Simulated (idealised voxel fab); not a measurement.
The following process module bears the name voxel capacitor over wiring.
Square cell edge 5 nm, section width 265 nm, ID cut.
If you're reading a cross-section in this doc, picture square cells in a grid; it comes to you as bands, top ones listed first down to the bottom, and a band can be one or more rows of cells.
Look at the band entry: it leads with the top's height and the bottom's height in nm. Then it lists the materials left to right, with a width in nm for each. The word "full width" on a single material says that material fills the band edge to edge. The word "blank" is empty space.
A quick word on heights: they are counted from 0, and under that level the wafer as it came to us is one material throughout. The lowest band is different from the rest in having no bottom; it simply continues downward, written as in "top 0, no bottom".
Quick explanation for "30..40": the width changes in equal steps down the rows of cells, from the first number in the band's top row to the second number in its bottom row.
Reading "nothing changed" for a step: not a cell of the cross-section changed in it.
If an empty space has no open way to the top and is at least 8 cells in size, "Enclosed cavity list" lists it, written width x height at distance, where distance is measured from the left edge and every value is in nm.
If you see something after the settings on a step's line, that's the simulator's own remark about that step.
"overlay nm" on a masked step: distance the mask lay right of its planned place, negative for left.
So here's the lineup of process steps we planned
1) RECEIVE: material Si
2) CONFORMAL_DEP: material SiO2, thk nm 15
3) CONFORMAL_DEP: material SiCN, thk nm 5
4) DIRECTIONAL_DEP: material SiO2, thk nm 20
5) MASKED_ETCH: tone open, mask id METAL_1, width nm 30, pitch nm 90, etch materials SiO2, depth nm 20, overlay nm 0
6) MASKED_ETCH: tone open, mask id METAL_1, width nm 30, pitch nm 90, etch materials SiCN, depth nm 5, overlay nm 0
7) CONFORMAL_DEP: material TiN, thk nm 5
8) FILL_DEP: material Cu, thk nm 10
9) CMP: height nm 40
10) CONFORMAL_DEP: material SiCN, thk nm 5
11) DIRECTIONAL_DEP: material lowk, thk nm 15
12) PATTERN: tone open, mask id PLUG_1, material resist, width nm 15, thk nm 20, overlay nm 0
13) DIRECTIONAL_ETCH: etch materials lowk, depth nm 15
14) DIRECTIONAL_ETCH: etch materials SiCN, depth nm 5
15) STRIP: etch materials resist
16) EPI: material Ru, thk nm 10
17) EPI: material Ru, thk nm 10
18) DIRECTIONAL_DEP: material TiN, thk nm 5
19) DIRECTIONAL_DEP: material HfO2, thk nm 5
20) DIRECTIONAL_DEP: material TiN, thk nm 5
21) DIRECTIONAL_DEP: material aC, thk nm 15
22) PATTERN: tone cover, mask id UPPER_PLATE, material resist, width nm 65, thk nm 30, overlay nm 0
23) DIRECTIONAL_ETCH: etch materials aC, depth nm 15
24) STRIP: etch materials resist
25) DIRECTIONAL_ETCH: etch materials TiN, depth nm 5
26) DIRECTIONAL_ETCH: etch materials HfO2, depth nm 5
27) STRIP: etch materials aC
28) MASKED_ETCH: tone cover, mask id LOWER_PLATE, width nm 75, etch materials TiN, depth nm 5, overlay nm 0
29) FILL_DEP: material SiO2, thk nm 15
30) CMP: height nm 85
31) DIRECTIONAL_DEP: material aC, thk nm 15
32) PATTERN: tone open, mask id PLUG_2, material resist, width nm 15, thk nm 30, overlay nm 0
33) DIRECTIONAL_ETCH: etch materials aC, depth nm 15
34) STRIP: etch materials resist
35) DIRECTIONAL_ETCH: etch materials SiO2, depth nm 10
36) STRIP: etch materials aC
37) CONFORMAL_DEP: material TiN, thk nm 5
38) FILL_DEP: material Cu, thk nm 5
39) CMP: height nm 85
40) CONFORMAL_DEP: material SiCN, thk nm 5
Incoming wafer, cross-sectional view, post step 1
    top 0, no bottom  Si full width
    Enclosed cavity list: none
End-of-module cross-section. Starting structure and process plan as above; one mistake made in running it
    top 90, bottom 85  SiCN full width
    top 85, bottom 80  95 SiO2  5 TiN  5 Cu  5 TiN  155 SiO2
    top 80, bottom 75  95 SiO2  15 TiN  155 SiO2
    top 75, bottom 70  SiO2 full width
    top 70, bottom 65  85 SiO2  65 HfO2  115 SiO2
    top 65, bottom 60  80 SiO2  75 TiN  110 SiO2
    top 60, bottom 45  85 lowk  15 Ru  165 lowk
    top 45, bottom 40  85 SiCN  15 Ru  165 SiCN
    top 40, bottom 20  70 SiO2  5 TiN  20 Cu  5 TiN  60 SiO2  5 TiN  20 Cu  5 TiN  75 SiO2
    top 20, bottom 15  70 SiCN  30 TiN  60 SiCN  30 TiN  75 SiCN
    top 15, bottom 0  SiO2 full width
    top 0, no bottom  Si full width
    Enclosed cavity list: none
The plan and the run diverged here: the plan's step 20 was left out and never carried out
